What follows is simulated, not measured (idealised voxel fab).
The document below concerns the process module designated voxel tone inversion.
FYI the section here is cut, 285 nm wide, cells are 5 nm squares.
When this document writes out a cross-section, it uses a grid of square cells and lists it as bands, beginning at the top and moving down, with a band standing for one or more rows of cells. Band: top height; bottom height; in nm. Then, left to right: material with width in nm, for each material. "edge to edge": a single material spanning edge to edge. "blank": empty space. Heights are expressed relative to 0, this being the level below which the as-received wafer comprises one material exclusively. The lowest band is unbounded in the downward direction and is denoted as in "0 nm and below". Read "30..40" as a graded width: first number on top, second number at the bottom, same change between each pair of neighbouring rows. Any step labelled "remained the same" changed none of the cells in the cross-section. In "closed voids" the enclosed voids are listed, meaning empty spaces of 8 cells or larger without any opening to the top. The form is width x height at distance, distance from the left edge, units nm. On a step's line, text after the settings is the simulator commenting on that step. overlay nm: right-of-plan distance of the mask on a masked step; negative values mean left-of-plan.

## Planned process steps
1: RECEIVE: material Si
2: CONFORMAL_DEP: material SiCN, thk nm 5
3: DIRECTIONAL_DEP: material aC, thk nm 20
4: PATTERN: tone cover, mask id POSTS, material resist, width nm 15, pitch nm 50, thk nm 30, overlay nm 0
5: DIRECTIONAL_ETCH: etch materials aC, depth nm 20
6: STRIP: etch materials resist
7: FILL_DEP: material lowk, thk nm 10
8: CMP: height nm 25
9: STRIP: etch materials aC
10: CONFORMAL_DEP: material TiN, thk nm 5
11: FILL_DEP: material Ru, thk nm 10
12: CMP: height nm 25
13: CONFORMAL_DEP: material SiCN, thk nm 5
Keep in mind the plan's value for the width nm of step 4 comes from the first wafer; the wafers don't share that setting, but they do share the same starting point.

## Received wafers, first of several: cross-section after step 1
	0 nm and below | Si edge to edge
	closed voids: none

## wafer rows; end of module; cells per material since receipt: (+) gained, (-) lost; then closed voids
width nm 15 | +9 Ru | +114 SiCN | +27 TiN | +192 lowk | closed voids: none
width nm 20 | +18 Ru | +114 SiCN | +30 TiN | +180 lowk | closed voids: none
width nm 25 | +27 Ru | +114 SiCN | +33 TiN | +168 lowk | closed voids: none
width nm 30 | +36 Ru | +114 SiCN | +36 TiN | +156 lowk | closed voids: none
width nm 35 | +45 Ru | +114 SiCN | +39 TiN | +144 lowk | closed voids: none
